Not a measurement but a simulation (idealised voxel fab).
process module | voxel air gaps
Section cut is 280 nm wide and gridded with 5 nm square cells.
Each cross-section below is a grid of square cells, stated as bands in top-down order, with one or more rows of cells making up each band.
Quick guide to a band line: top height, bottom height (nm) up front; then every material left to right with its width in nm. Only one material and it's marked "all across"? Then it fills the band edge to edge. And "empty" just means empty space.
Zero point of the height axis is 0; under it, received wafer = one material. Lowest band: continues down indefinitely, "z 0 and below".
The notation "30..40" denotes a width that varies across the rows of cells in the band, beginning at the first number in the top row, finishing at the second number in the bottom row, and changing by an identical amount from each row to the next.
The designation "no alteration", where it is given for a processing step, indicates that no cell of the cross-section was altered in the course of that step.
Any empty space of 8 cells or more lacking an open way to the top shows up in "Closed void inventory" as width x height at distance, distance from the left edge, in nm.
Where a step's line continues beyond its settings, the continuation is a remark by the simulator itself on that step.
If you see "overlay nm" on a step's line and that step has a mask, it's telling you how far right of where it was planned the mask ended up; a negative number means it went left instead.
Read each pair as before and after one process step. The after cross-section shows only down to the lowest band that changed. The step between them and its settings are given below the pair. Pairs can come from different runs of this module on the same starting wafer. A pair continues from the pair above only where its "Pre-step snapshot" entry says so.

[Pre-step snapshot]
- z 0 and below: Si all across
- Closed void inventory: none

[Result of Step]
- z 10 to 0: SiO2 all across
- Everything under 0 stays put, no change at all.
- Closed void inventory: none
What sits between those two cross-sections? CONFORMAL_DEP (material SiO2; thk nm 10)

Pre-step snapshot: This step starts from the configuration shown after the step in the pair immediately above.

[Result of Step]
- z 15 to 10: SiCN all across
- Everything under 10 stays put, no change at all.
- Closed void inventory: none
What sits between those two cross-sections? CONFORMAL_DEP (material SiCN; thk nm 5)

Pre-step snapshot: This step starts from the configuration shown after the step in the pair immediately above.

[Result of Step]
- z 50 to 15: SiO2 all across
- Everything under 15 stays put, no change at all.
- Closed void inventory: none
What sits between those two cross-sections? DIRECTIONAL_DEP (material SiO2; thk nm 35)

Pre-step snapshot: This step starts from the configuration shown after the step in the pair immediately above.

[Result of Step]
- z 50 to 15: SiO2 (50)  empty (25)  SiO2 (25)  empty (25)  SiO2 (25)  empty (25)  SiO2 (25)  empty (25)  SiO2 (55)
- Everything under 15 stays put, no change at all.
- Closed void inventory: none
What sits between those two cross-sections? MASKED_ETCH (tone open; mask id LINES; width nm 25; pitch nm 50; etch materials SiO2; depth nm 35; overlay nm 0)

Pre-step snapshot: This step starts from the configuration shown after the step in the pair immediately above.

[Result of Step]
- z 55 to 50: TiN (55)  empty (15)  TiN (35)  empty (15)  TiN (35)  empty (15)  TiN (35)  empty (15)  TiN (60)
- z 50 to 20: SiO2 (50)  TiN (5)  empty (15)  TiN (5)  SiO2 (25)  TiN (5)  empty (15)  TiN (5)  SiO2 (25)  TiN (5)  empty (15)  TiN (5)  SiO2 (25)  TiN (5)  empty (15)  TiN (5)  SiO2 (55)
- z 20 to 15: SiO2 (50)  TiN (25)  SiO2 (25)  TiN (25)  SiO2 (25)  TiN (25)  SiO2 (25)  TiN (25)  SiO2 (55)
- Everything under 15 stays put, no change at all.
- Closed void inventory: none
What sits between those two cross-sections? CONFORMAL_DEP (material TiN; thk nm 5)

Pre-step snapshot: This step starts from the configuration shown after the step in the pair immediately above.

[Result of Step]
- z 65 to 55: Cu all across
- z 55 to 50: TiN (55)  Cu (15)  TiN (35)  Cu (15)  TiN (35)  Cu (15)  TiN (35)  Cu (15)  TiN (60)
- z 50 to 20: SiO2 (50)  TiN (5)  Cu (15)  TiN (5)  SiO2 (25)  TiN (5)  Cu (15)  TiN (5)  SiO2 (25)  TiN (5)  Cu (15)  TiN (5)  SiO2 (25)  TiN (5)  Cu (15)  TiN (5)  SiO2 (55)
- Everything under 20 stays put, no change at all.
- Closed void inventory: none
What sits between those two cross-sections? FILL_DEP (material Cu; thk nm 10)

Pre-step snapshot: This step starts from the configuration shown after the step in the pair immediately above.

[Result of Step]
- z 50 to 20: SiO2 (50)  TiN (5)  Cu (15)  TiN (5)  SiO2 (25)  TiN (5)  Cu (15)  TiN (5)  SiO2 (25)  TiN (5)  Cu (15)  TiN (5)  SiO2 (25)  TiN (5)  Cu (15)  TiN (5)  SiO2 (55)
- Everything under 20 stays put, no change at all.
- Closed void inventory: none
What sits between those two cross-sections? CMP (height nm 50)

Pre-step snapshot: This step starts from the configuration shown after the step in the pair immediately above.

[Result of Step]
- z 60 to 50: empty (40)  Ru (45)  empty (5)  Ru (45)  empty (5)  Ru (45)  empty (5)  Ru (45)  empty (45)
- Everything under 50 stays put, no change at all.
- Closed void inventory: none
What sits between those two cross-sections? EPI (material Ru; thk nm 10)

Pre-step snapshot: This step starts from the configuration shown after the step in the pair immediately above.

[Result of Step]
- z 60 to 50: empty (40)  Ru (45)  empty (5)  Ru (45)  empty (5)  Ru (45)  empty (5)  Ru (45)  empty (45)
- z 50 to 20: empty (50)  TiN (5)  Cu (15)  TiN (5)  empty (25)  TiN (5)  Cu (15)  TiN (5)  empty (25)  TiN (5)  Cu (15)  TiN (5)  empty (25)  TiN (5)  Cu (15)  TiN (5)  empty (55)
- z 20 to 15: empty (50)  TiN (25)  empty (25)  TiN (25)  empty (25)  TiN (25)  empty (25)  TiN (25)  empty (55)
- Everything under 15 stays put, no change at all.
- Closed void inventory: none
What sits between those two cross-sections? SELECTIVE_ETCH (etch materials SiO2; depth nm 45)

Pre-step snapshot: This step starts from the configuration shown after the step in the pair immediately above.

[Result of Step]
- z 65 to 60: empty (35)  SiCN (205)  empty (40)
- z 60 to 50: empty (35)  SiCN (5)  Ru (45)  SiCN (5)  Ru (45)  SiCN (5)  Ru (45)  SiCN (5)  Ru (45)  SiCN (5)  empty (40)
- z 50 to 45: empty (35)  SiCN (15)  TiN (5)  Cu (15)  TiN (5)  SiCN (25)  TiN (5)  Cu (15)  TiN (5)  SiCN (25)  TiN (5)  Cu (15)  TiN (5)  SiCN (25)  TiN (5)  Cu (15)  TiN (5)  SiCN (15)  empty (40)
- z 45 to 20: empty (45)  SiCN (5)  TiN (5)  Cu (15)  TiN (5)  SiCN (5)  empty (15)  SiCN (5)  TiN (5)  Cu (15)  TiN (5)  SiCN (5)  empty (15)  SiCN (5)  TiN (5)  Cu (15)  TiN (5)  SiCN (5)  empty (15)  SiCN (5)  TiN (5)  Cu (15)  TiN (5)  SiCN (5)  empty (50)
- z 20 to 15: SiCN (50)  TiN (25)  SiCN (25)  TiN (25)  SiCN (25)  TiN (25)  SiCN (25)  TiN (25)  SiCN (55)
- Everything under 15 stays put, no change at all.
- Closed void inventory: 15 x 25 at 80; 15 x 25 at 130; 15 x 25 at 180
What sits between those two cross-sections? CONFORMAL_DEP (material SiCN; thk nm 5)

[Pre-step snapshot]
- z 65 to 55: Cu all across
- z 55 to 50: TiN (55)  Cu (15)  TiN (35)  Cu (15)  TiN (35)  Cu (15)  TiN (35)  Cu (15)  TiN (60)
- z 50 to 20: SiO2 (50)  TiN (5)  Cu (15)  TiN (5)  SiO2 (25)  TiN (5)  Cu (15)  TiN (5)  SiO2 (25)  TiN (5)  Cu (15)  TiN (5)  SiO2 (25)  TiN (5)  Cu (15)  TiN (5)  SiO2 (55)
- z 20 to 15: SiO2 (50)  TiN (25)  SiO2 (25)  TiN (25)  SiO2 (25)  TiN (25)  SiO2 (25)  TiN (25)  SiO2 (55)
- z 15 to 10: SiCN all across
- z 10 to 0: SiO2 all across
- z 0 and below: Si all across
- Closed void inventory: none

[Result of Step]
- z 75 to 65: Ru all across
- Everything under 65 stays put, no change at all.
- Closed void inventory: none
What sits between those two cross-sections? EPI (material Ru; thk nm 10)

Pre-step snapshot: This step starts from the configuration shown after the step in the pair immediately above.

[Result of Step]
- z 80 to 75: SiCN all across
- Everything under 75 stays put, no change at all.
- Closed void inventory: none
What sits between those two cross-sections? CONFORMAL_DEP (material SiCN; thk nm 5)

[Pre-step snapshot]
- z 60 to 50: empty (40)  Ru (45)  empty (5)  Ru (45)  empty (5)  Ru (45)  empty (5)  Ru (45)  empty (45)
- z 50 to 20: SiO2 (50)  TiN (5)  Cu (15)  TiN (5)  SiO2 (25)  TiN (5)  Cu (15)  TiN (5)  SiO2 (25)  TiN (5)  Cu (15)  TiN (5)  SiO2 (25)  TiN (5)  Cu (15)  TiN (5)  SiO2 (55)
- z 20 to 15: SiO2 (50)  TiN (25)  SiO2 (25)  TiN (25)  SiO2 (25)  TiN (25)  SiO2 (25)  TiN (25)  SiO2 (55)
- z 15 to 10: SiCN all across
- z 10 to 0: SiO2 all across
- z 0 and below: Si all across
- Closed void inventory: none

[Result of Step]
- z 70 to 50: empty (30)  Ru (215)  empty (35)
- Everything under 50 stays put, no change at all.
- Closed void inventory: none
What sits between those two cross-sections? EPI (material Ru; thk nm 10)

Pre-step snapshot: This step starts from the configuration shown after the step in the pair immediately above.

[Result of Step]
- z 70 to 50: empty (30)  Ru (215)  empty (35)
- z 50 to 20: empty (50)  TiN (5)  Cu (15)  TiN (5)  SiO2 (25)  TiN (5)  Cu (15)  TiN (5)  SiO2 (25)  TiN (5)  Cu (15)  TiN (5)  SiO2 (25)  TiN (5)  Cu (15)  TiN (5)  empty (55)
- z 20 to 15: empty (50)  TiN (25)  SiO2 (25)  TiN (25)  SiO2 (25)  TiN (25)  SiO2 (25)  TiN (25)  empty (55)
- Everything under 15 stays put, no change at all.
- Closed void inventory: none
What sits between those two cross-sections? SELECTIVE_ETCH (etch materials SiO2; depth nm 45)

Pre-step snapshot: This step starts from the configuration shown after the step in the pair immediately above.

[Result of Step]
- z 75 to 70: empty (25)  SiCN (225)  empty (30)
- z 70 to 50: empty (25)  SiCN (5)  Ru (215)  SiCN (5)  empty (30)
- z 50 to 45: empty (25)  SiCN (25)  TiN (5)  Cu (15)  TiN (5)  SiO2 (25)  TiN (5)  Cu (15)  TiN (5)  SiO2 (25)  TiN (5)  Cu (15)  TiN (5)  SiO2 (25)  TiN (5)  Cu (15)  TiN (5)  SiCN (25)  empty (30)
- z 45 to 20: empty (45)  SiCN (5)  TiN (5)  Cu (15)  TiN (5)  SiO2 (25)  TiN (5)  Cu (15)  TiN (5)  SiO2 (25)  TiN (5)  Cu (15)  TiN (5)  SiO2 (25)  TiN (5)  Cu (15)  TiN (5)  SiCN (5)  empty (50)
- z 20 to 15: SiCN (50)  TiN (25)  SiO2 (25)  TiN (25)  SiO2 (25)  TiN (25)  SiO2 (25)  TiN (25)  SiCN (55)
- Everything under 15 stays put, no change at all.
- Closed void inventory: none
What sits between those two cross-sections? CONFORMAL_DEP (material SiCN; thk nm 5)

[Pre-step snapshot]
- z 0 and below: Si all across
- Closed void inventory: none

[Result of Step]
- z 5 to 0: SiCN all across
- Everything under 0 stays put, no change at all.
- Closed void inventory: none
What sits between those two cross-sections? CONFORMAL_DEP (material SiCN; thk nm 5)

Pre-step snapshot: This step starts from the configuration shown after the step in the pair immediately above.

[Result of Step]
- z 15 to 5: SiO2 all across
- Everything under 5 stays put, no change at all.
- Closed void inventory: none
What sits between those two cross-sections? CONFORMAL_DEP (material SiO2; thk nm 10)

Pre-step snapshot: This step starts from the configuration shown after the step in the pair immediately above.

[Result of Step]
- z 50 to 5: SiO2 all across
- Everything under 5 stays put, no change at all.
- Closed void inventory: none
What sits between those two cross-sections? DIRECTIONAL_DEP (material SiO2; thk nm 35)

Pre-step snapshot: This step starts from the configuration shown after the step in the pair immediately above.

[Result of Step]
- z 50 to 15: SiO2 (50)  empty (25)  SiO2 (25)  empty (25)  SiO2 (25)  empty (25)  SiO2 (25)  empty (25)  SiO2 (55)
- Everything under 15 stays put, no change at all.
- Closed void inventory: none
What sits between those two cross-sections? MASKED_ETCH (tone open; mask id LINES; width nm 25; pitch nm 50; etch materials SiO2; depth nm 35; overlay nm 0)

Pre-step snapshot: This step starts from the configuration shown after the step in the pair immediately above.

[Result of Step]
- z 55 to 50: TiN (55)  empty (15)  TiN (35)  empty (15)  TiN (35)  empty (15)  TiN (35)  empty (15)  TiN (60)
- z 50 to 20: SiO2 (50)  TiN (5)  empty (15)  TiN (5)  SiO2 (25)  TiN (5)  empty (15)  TiN (5)  SiO2 (25)  TiN (5)  empty (15)  TiN (5)  SiO2 (25)  TiN (5)  empty (15)  TiN (5)  SiO2 (55)
- z 20 to 15: SiO2 (50)  TiN (25)  SiO2 (25)  TiN (25)  SiO2 (25)  TiN (25)  SiO2 (25)  TiN (25)  SiO2 (55)
- Everything under 15 stays put, no change at all.
- Closed void inventory: none
What sits between those two cross-sections? CONFORMAL_DEP (material TiN; thk nm 5)

Pre-step snapshot: This step starts from the configuration shown after the step in the pair immediately above.

[Result of Step]
- z 65 to 55: Cu all across
- z 55 to 50: TiN (55)  Cu (15)  TiN (35)  Cu (15)  TiN (35)  Cu (15)  TiN (35)  Cu (15)  TiN (60)
- z 50 to 20: SiO2 (50)  TiN (5)  Cu (15)  TiN (5)  SiO2 (25)  TiN (5)  Cu (15)  TiN (5)  SiO2 (25)  TiN (5)  Cu (15)  TiN (5)  SiO2 (25)  TiN (5)  Cu (15)  TiN (5)  SiO2 (55)
- Everything under 20 stays put, no change at all.
- Closed void inventory: none
What sits between those two cross-sections? FILL_DEP (material Cu; thk nm 10)

Pre-step snapshot: This step starts from the configuration shown after the step in the pair immediately above.

[Result of Step]
- z 50 to 20: SiO2 (50)  TiN (5)  Cu (15)  TiN (5)  SiO2 (25)  TiN (5)  Cu (15)  TiN (5)  SiO2 (25)  TiN (5)  Cu (15)  TiN (5)  SiO2 (25)  TiN (5)  Cu (15)  TiN (5)  SiO2 (55)
- Everything under 20 stays put, no change at all.
- Closed void inventory: none
What sits between those two cross-sections? CMP (height nm 50)

Pre-step snapshot: This step starts from the configuration shown after the step in the pair immediately above.

[Result of Step]
- z 60 to 50: empty (40)  Ru (45)  empty (5)  Ru (45)  empty (5)  Ru (45)  empty (5)  Ru (45)  empty (45)
- Everything under 50 stays put, no change at all.
- Closed void inventory: none
What sits between those two cross-sections? EPI (material Ru; thk nm 10)

Pre-step snapshot: This step starts from the configuration shown after the step in the pair immediately above.

[Result of Step]
- z 60 to 50: empty (40)  Ru (45)  empty (5)  Ru (45)  empty (5)  Ru (45)  empty (5)  Ru (45)  empty (45)
- z 50 to 20: empty (50)  TiN (5)  Cu (15)  TiN (5)  empty (25)  TiN (5)  Cu (15)  TiN (5)  empty (25)  TiN (5)  Cu (15)  TiN (5)  empty (25)  TiN (5)  Cu (15)  TiN (5)  empty (55)
- z 20 to 15: empty (50)  TiN (25)  empty (25)  TiN (25)  empty (25)  TiN (25)  empty (25)  TiN (25)  empty (55)
- z 15 to 5: empty (60)  SiO2 (5)  empty (45)  SiO2 (5)  empty (45)  SiO2 (5)  empty (45)  SiO2 (5)  empty (65)
- Everything under 5 stays put, no change at all.
- Closed void inventory: none
What sits between those two cross-sections? SELECTIVE_ETCH (etch materials SiO2; depth nm 45)

Pre-step snapshot: This step starts from the configuration shown after the step in the pair immediately above.

[Result of Step]
- z 65 to 60: empty (35)  SiCN (205)  empty (40)
- z 60 to 50: empty (35)  SiCN (5)  Ru (45)  SiCN (5)  Ru (45)  SiCN (5)  Ru (45)  SiCN (5)  Ru (45)  SiCN (5)  empty (40)
- z 50 to 45: empty (35)  SiCN (15)  TiN (5)  Cu (15)  TiN (5)  SiCN (25)  TiN (5)  Cu (15)  TiN (5)  SiCN (25)  TiN (5)  Cu (15)  TiN (5)  SiCN (25)  TiN (5)  Cu (15)  TiN (5)  SiCN (15)  empty (40)
- z 45 to 20: empty (45)  SiCN (5)  TiN (5)  Cu (15)  TiN (5)  SiCN (5)  empty (15)  SiCN (5)  TiN (5)  Cu (15)  TiN (5)  SiCN (5)  empty (15)  SiCN (5)  TiN (5)  Cu (15)  TiN (5)  SiCN (5)  empty (15)  SiCN (5)  TiN (5)  Cu (15)  TiN (5)  SiCN (5)  empty (50)
- z 20 to 15: empty (45)  SiCN (5)  TiN (25)  SiCN (5)  empty (15)  SiCN (5)  TiN (25)  SiCN (5)  empty (15)  SiCN (5)  TiN (25)  SiCN (5)  empty (15)  SiCN (5)  TiN (25)  SiCN (5)  empty (50)
- z 15 to 10: empty (45)  SiCN (15)  SiO2 (5)  SiCN (15)  empty (15)  SiCN (15)  SiO2 (5)  SiCN (15)  empty (15)  SiCN (15)  SiO2 (5)  SiCN (15)  empty (15)  SiCN (15)  SiO2 (5)  SiCN (15)  empty (50)
- z 10 to 5: SiCN (60)  SiO2 (5)  SiCN (45)  SiO2 (5)  SiCN (45)  SiO2 (5)  SiCN (45)  SiO2 (5)  SiCN (65)
- Everything under 5 stays put, no change at all.
- Closed void inventory: 15 x 35 at 80; 15 x 35 at 130; 15 x 35 at 180
What sits between those two cross-sections? CONFORMAL_DEP (material SiCN; thk nm 5)

[Pre-step snapshot]
- z 65 to 55: Cu all across
- z 55 to 50: TiN (55)  Cu (15)  TiN (35)  Cu (15)  TiN (35)  Cu (15)  TiN (35)  Cu (15)  TiN (60)
- z 50 to 20: SiO2 (50)  TiN (5)  Cu (15)  TiN (5)  SiO2 (25)  TiN (5)  Cu (15)  TiN (5)  SiO2 (25)  TiN (5)  Cu (15)  TiN (5)  SiO2 (25)  TiN (5)  Cu (15)  TiN (5)  SiO2 (55)
- z 20 to 15: SiO2 (50)  TiN (25)  SiO2 (25)  TiN (25)  SiO2 (25)  TiN (25)  SiO2 (25)  TiN (25)  SiO2 (55)
- z 15 to 10: SiCN all across
- z 10 to 0: SiO2 all across
- z 0 and below: Si all across
- Closed void inventory: none

[Result of Step]
- z 55 to 50: TiN (55)  Cu (15)  TiN (35)  Cu (15)  TiN (35)  Cu (15)  TiN (35)  Cu (15)  TiN (60)
- Everything under 50 stays put, no change at all.
- Closed void inventory: none
What sits between those two cross-sections? CMP (height nm 55)

Pre-step snapshot: This step starts from the configuration shown after the step in the pair immediately above.

[Result of Step]
- z 65 to 55: Ru all across
- Everything under 55 stays put, no change at all.
- Closed void inventory: none
What sits between those two cross-sections? EPI (material Ru; thk nm 10)

Pre-step snapshot: This step starts from the configuration shown after the step in the pair immediately above.

[Result of Step]
- z 70 to 65: SiCN all across
- Everything under 65 stays put, no change at all.
- Closed void inventory: none
What sits between those two cross-sections? CONFORMAL_DEP (material SiCN; thk nm 5)

[Pre-step snapshot]
- z 50 to 15: SiO2 all across
- z 15 to 10: SiCN all across
- z 10 to 0: SiO2 all across
- z 0 and below: Si all across
- Closed void inventory: none

[Result of Step]
- z 50 to 15: SiO2 (55)  empty (15)  SiO2 (35)  empty (15)  SiO2 (35)  empty (15)  SiO2 (35)  empty (15)  SiO2 (60)
- Everything under 15 stays put, no change at all.
- Closed void inventory: none
What sits between those two cross-sections? MASKED_ETCH (tone open; mask id LINES; width nm 15; pitch nm 50; etch materials SiO2; depth nm 35; overlay nm 0)

Pre-step snapshot: This step starts from the configuration shown after the step in the pair immediately above.

[Result of Step]
- z 55 to 50: TiN (60)  empty (5)  TiN (45)  empty (5)  TiN (45)  empty (5)  TiN (45)  empty (5)  TiN (65)
- z 50 to 20: SiO2 (55)  TiN (5)  empty (5)  TiN (5)  SiO2 (35)  TiN (5)  empty (5)  TiN (5)  SiO2 (35)  TiN (5)  empty (5)  TiN (5)  SiO2 (35)  TiN (5)  empty (5)  TiN (5)  SiO2 (60)
- z 20 to 15: SiO2 (55)  TiN (15)  SiO2 (35)  TiN (15)  SiO2 (35)  TiN (15)  SiO2 (35)  TiN (15)  SiO2 (60)
- Everything under 15 stays put, no change at all.
- Closed void inventory: none
What sits between those two cross-sections? CONFORMAL_DEP (material TiN; thk nm 5)

Pre-step snapshot: This step starts from the configuration shown after the step in the pair immediately above.

[Result of Step]
- z 65 to 55: Cu all across
- z 55 to 50: TiN (60)  Cu (5)  TiN (45)  Cu (5)  TiN (45)  Cu (5)  TiN (45)  Cu (5)  TiN (65)
- z 50 to 20: SiO2 (55)  TiN (5)  Cu (5)  TiN (5)  SiO2 (35)  TiN (5)  Cu (5)  TiN (5)  SiO2 (35)  TiN (5)  Cu (5)  TiN (5)  SiO2 (35)  TiN (5)  Cu (5)  TiN (5)  SiO2 (60)
- Everything under 20 stays put, no change at all.
- Closed void inventory: none
What sits between those two cross-sections? FILL_DEP (material Cu; thk nm 10)

Pre-step snapshot: This step starts from the configuration shown after the step in the pair immediately above.

[Result of Step]
- z 50 to 20: SiO2 (55)  TiN (5)  Cu (5)  TiN (5)  SiO2 (35)  TiN (5)  Cu (5)  TiN (5)  SiO2 (35)  TiN (5)  Cu (5)  TiN (5)  SiO2 (35)  TiN (5)  Cu (5)  TiN (5)  SiO2 (60)
- Everything under 20 stays put, no change at all.
- Closed void inventory: none
What sits between those two cross-sections? CMP (height nm 50)

Pre-step snapshot: This step starts from the configuration shown after the step in the pair immediately above.

[Result of Step]
- z 60 to 50: empty (45)  Ru (35)  empty (15)  Ru (35)  empty (15)  Ru (35)  empty (15)  Ru (35)  empty (50)
- Everything under 50 stays put, no change at all.
- Closed void inventory: none
What sits between those two cross-sections? EPI (material Ru; thk nm 10)

Pre-step snapshot: This step starts from the configuration shown after the step in the pair immediately above.

[Result of Step]
- z 60 to 50: empty (45)  Ru (35)  empty (15)  Ru (35)  empty (15)  Ru (35)  empty (15)  Ru (35)  empty (50)
- z 50 to 20: empty (55)  TiN (5)  Cu (5)  TiN (5)  empty (35)  TiN (5)  Cu (5)  TiN (5)  empty (35)  TiN (5)  Cu (5)  TiN (5)  empty (35)  TiN (5)  Cu (5)  TiN (5)  empty (60)
- z 20 to 15: empty (55)  TiN (15)  empty (35)  TiN (15)  empty (35)  TiN (15)  empty (35)  TiN (15)  empty (60)
- Everything under 15 stays put, no change at all.
- Closed void inventory: none
What sits between those two cross-sections? SELECTIVE_ETCH (etch materials SiO2; depth nm 45)

Pre-step snapshot: This step starts from the configuration shown after the step in the pair immediately above.

[Result of Step]
- z 65 to 60: empty (40)  SiCN (45)  empty (5)  SiCN (45)  empty (5)  SiCN (45)  empty (5)  SiCN (45)  empty (45)
- z 60 to 50: empty (40)  SiCN (5)  Ru (35)  SiCN (5)  empty (5)  SiCN (5)  Ru (35)  SiCN (5)  empty (5)  SiCN (5)  Ru (35)  SiCN (5)  empty (5)  SiCN (5)  Ru (35)  SiCN (5)  empty (45)
- z 50 to 45: empty (40)  SiCN (15)  TiN (5)  Cu (5)  TiN (5)  SiCN (15)  empty (5)  SiCN (15)  TiN (5)  Cu (5)  TiN (5)  SiCN (15)  empty (5)  SiCN (15)  TiN (5)  Cu (5)  TiN (5)  SiCN (15)  empty (5)  SiCN (15)  TiN (5)  Cu (5)  TiN (5)  SiCN (15)  empty (45)
- z 45 to 20: empty (50)  SiCN (5)  TiN (5)  Cu (5)  TiN (5)  SiCN (5)  empty (25)  SiCN (5)  TiN (5)  Cu (5)  TiN (5)  SiCN (5)  empty (25)  SiCN (5)  TiN (5)  Cu (5)  TiN (5)  SiCN (5)  empty (25)  SiCN (5)  TiN (5)  Cu (5)  TiN (5)  SiCN (5)  empty (55)
- z 20 to 15: SiCN (55)  TiN (15)  SiCN (35)  TiN (15)  SiCN (35)  TiN (15)  SiCN (35)  TiN (15)  SiCN (60)
- Everything under 15 stays put, no change at all.
- Closed void inventory: none
What sits between those two cross-sections? CONFORMAL_DEP (material SiCN; thk nm 5)

[Pre-step snapshot]
- z 50 to 15: SiO2 all across
- z 15 to 10: SiCN all across
- z 10 to 0: SiO2 all across
- z 0 and below: Si all across
- Closed void inventory: none

[Result of Step]
- z 50 to 15: SiO2 (40)  empty (25)  SiO2 (25)  empty (25)  SiO2 (25)  empty (25)  SiO2 (25)  empty (25)  SiO2 (65)
- Everything under 15 stays put, no change at all.
- Closed void inventory: none
What sits between those two cross-sections? MASKED_ETCH (tone open; mask id LINES; width nm 25; pitch nm 50; etch materials SiO2; depth nm 35; overlay nm -10)

Pre-step snapshot: This step starts from the configuration shown after the step in the pair immediately above.

[Result of Step]
- z 55 to 50: TiN (45)  empty (15)  TiN (35)  empty (15)  TiN (35)  empty (15)  TiN (35)  empty (15)  TiN (70)
- z 50 to 20: SiO2 (40)  TiN (5)  empty (15)  TiN (5)  SiO2 (25)  TiN (5)  empty (15)  TiN (5)  SiO2 (25)  TiN (5)  empty (15)  TiN (5)  SiO2 (25)  TiN (5)  empty (15)  TiN (5)  SiO2 (65)
- z 20 to 15: SiO2 (40)  TiN (25)  SiO2 (25)  TiN (25)  SiO2 (25)  TiN (25)  SiO2 (25)  TiN (25)  SiO2 (65)
- Everything under 15 stays put, no change at all.
- Closed void inventory: none
What sits between those two cross-sections? CONFORMAL_DEP (material TiN; thk nm 5)

Pre-step snapshot: This step starts from the configuration shown after the step in the pair immediately above.

[Result of Step]
- z 65 to 55: Cu all across
- z 55 to 50: TiN (45)  Cu (15)  TiN (35)  Cu (15)  TiN (35)  Cu (15)  TiN (35)  Cu (15)  TiN (70)
- z 50 to 20: SiO2 (40)  TiN (5)  Cu (15)  TiN (5)  SiO2 (25)  TiN (5)  Cu (15)  TiN (5)  SiO2 (25)  TiN (5)  Cu (15)  TiN (5)  SiO2 (25)  TiN (5)  Cu (15)  TiN (5)  SiO2 (65)
- Everything under 20 stays put, no change at all.
- Closed void inventory: none
What sits between those two cross-sections? FILL_DEP (material Cu; thk nm 10)

Pre-step snapshot: This step starts from the configuration shown after the step in the pair immediately above.

[Result of Step]
- z 50 to 20: SiO2 (40)  TiN (5)  Cu (15)  TiN (5)  SiO2 (25)  TiN (5)  Cu (15)  TiN (5)  SiO2 (25)  TiN (5)  Cu (15)  TiN (5)  SiO2 (25)  TiN (5)  Cu (15)  TiN (5)  SiO2 (65)
- Everything under 20 stays put, no change at all.
- Closed void inventory: none
What sits between those two cross-sections? CMP (height nm 50)

Pre-step snapshot: This step starts from the configuration shown after the step in the pair immediately above.

[Result of Step]
- z 60 to 50: empty (30)  Ru (45)  empty (5)  Ru (45)  empty (5)  Ru (45)  empty (5)  Ru (45)  empty (55)
- Everything under 50 stays put, no change at all.
- Closed void inventory: none
What sits between those two cross-sections? EPI (material Ru; thk nm 10)

Pre-step snapshot: This step starts from the configuration shown after the step in the pair immediately above.

[Result of Step]
- z 60 to 50: empty (30)  Ru (45)  empty (5)  Ru (45)  empty (5)  Ru (45)  empty (5)  Ru (45)  empty (55)
- z 50 to 20: empty (40)  TiN (5)  Cu (15)  TiN (5)  empty (25)  TiN (5)  Cu (15)  TiN (5)  empty (25)  TiN (5)  Cu (15)  TiN (5)  empty (25)  TiN (5)  Cu (15)  TiN (5)  empty (65)
- z 20 to 15: empty (40)  TiN (25)  empty (25)  TiN (25)  empty (25)  TiN (25)  empty (25)  TiN (25)  empty (65)
- Everything under 15 stays put, no change at all.
- Closed void inventory: none
What sits between those two cross-sections? SELECTIVE_ETCH (etch materials SiO2; depth nm 45)

Pre-step snapshot: This step starts from the configuration shown after the step in the pair immediately above.

[Result of Step]
- z 65 to 60: empty (25)  SiCN (205)  empty (50)
- z 60 to 50: empty (25)  SiCN (5)  Ru (45)  SiCN (5)  Ru (45)  SiCN (5)  Ru (45)  SiCN (5)  Ru (45)  SiCN (5)  empty (50)
- z 50 to 45: empty (25)  SiCN (15)  TiN (5)  Cu (15)  TiN (5)  SiCN (25)  TiN (5)  Cu (15)  TiN (5)  SiCN (25)  TiN (5)  Cu (15)  TiN (5)  SiCN (25)  TiN (5)  Cu (15)  TiN (5)  SiCN (15)  empty (50)
- z 45 to 20: empty (35)  SiCN (5)  TiN (5)  Cu (15)  TiN (5)  SiCN (5)  empty (15)  SiCN (5)  TiN (5)  Cu (15)  TiN (5)  SiCN (5)  empty (15)  SiCN (5)  TiN (5)  Cu (15)  TiN (5)  SiCN (5)  empty (15)  SiCN (5)  TiN (5)  Cu (15)  TiN (5)  SiCN (5)  empty (60)
- z 20 to 15: SiCN (40)  TiN (25)  SiCN (25)  TiN (25)  SiCN (25)  TiN (25)  SiCN (25)  TiN (25)  SiCN (65)
- Everything under 15 stays put, no change at all.
- Closed void inventory: 15 x 25 at 70; 15 x 25 at 120; 15 x 25 at 170
What sits between those two cross-sections? CONFORMAL_DEP (material SiCN; thk nm 5)

[Pre-step snapshot]
- z 60 to 50: empty (40)  Ru (45)  empty (5)  Ru (45)  empty (5)  Ru (45)  empty (5)  Ru (45)  empty (45)
- z 50 to 20: empty (50)  TiN (5)  Cu (15)  TiN (5)  empty (25)  TiN (5)  Cu (15)  TiN (5)  empty (25)  TiN (5)  Cu (15)  TiN (5)  empty (25)  TiN (5)  Cu (15)  TiN (5)  empty (55)
- z 20 to 15: empty (50)  TiN (25)  empty (25)  TiN (25)  empty (25)  TiN (25)  empty (25)  TiN (25)  empty (55)
- z 15 to 10: SiCN all across
- z 10 to 0: SiO2 all across
- z 0 and below: Si all across
- Closed void inventory: none

[Result of Step]
- z 65 to 50: empty (35)  Ru (205)  empty (40)
- z 50 to 45: empty (35)  Ru (15)  TiN (5)  Cu (15)  TiN (5)  Ru (25)  TiN (5)  Cu (15)  TiN (5)  Ru (25)  TiN (5)  Cu (15)  TiN (5)  Ru (25)  TiN (5)  Cu (15)  TiN (5)  Ru (15)  empty (40)
- z 45 to 20: empty (45)  Ru (5)  TiN (5)  Cu (15)  TiN (5)  Ru (5)  empty (15)  Ru (5)  TiN (5)  Cu (15)  TiN (5)  Ru (5)  empty (15)  Ru (5)  TiN (5)  Cu (15)  TiN (5)  Ru (5)  empty (15)  Ru (5)  TiN (5)  Cu (15)  TiN (5)  Ru (5)  empty (50)
- z 20 to 15: Ru (50)  TiN (25)  Ru (25)  TiN (25)  Ru (25)  TiN (25)  Ru (25)  TiN (25)  Ru (55)
- Everything under 15 stays put, no change at all.
- Closed void inventory: 15 x 25 at 80; 15 x 25 at 130; 15 x 25 at 180
What sits between those two cross-sections? CONFORMAL_DEP (material Ru; thk nm 5)

[Pre-step snapshot]
- z 50 to 15: SiO2 all across
- z 15 to 10: SiCN all across
- z 10 to 0: SiO2 all across
- z 0 and below: Si all across
- Closed void inventory: none

[Result of Step]
- z 50 to 15: empty (50)  SiO2 (25)  empty (25)  SiO2 (25)  empty (25)  SiO2 (25)  empty (25)  SiO2 (25)  empty (55)
- Everything under 15 stays put, no change at all.
- Closed void inventory: none
What sits between those two cross-sections? MASKED_ETCH (tone cover; mask id LINES; width nm 25; pitch nm 50; etch materials SiO2; depth nm 35; overlay nm 0)
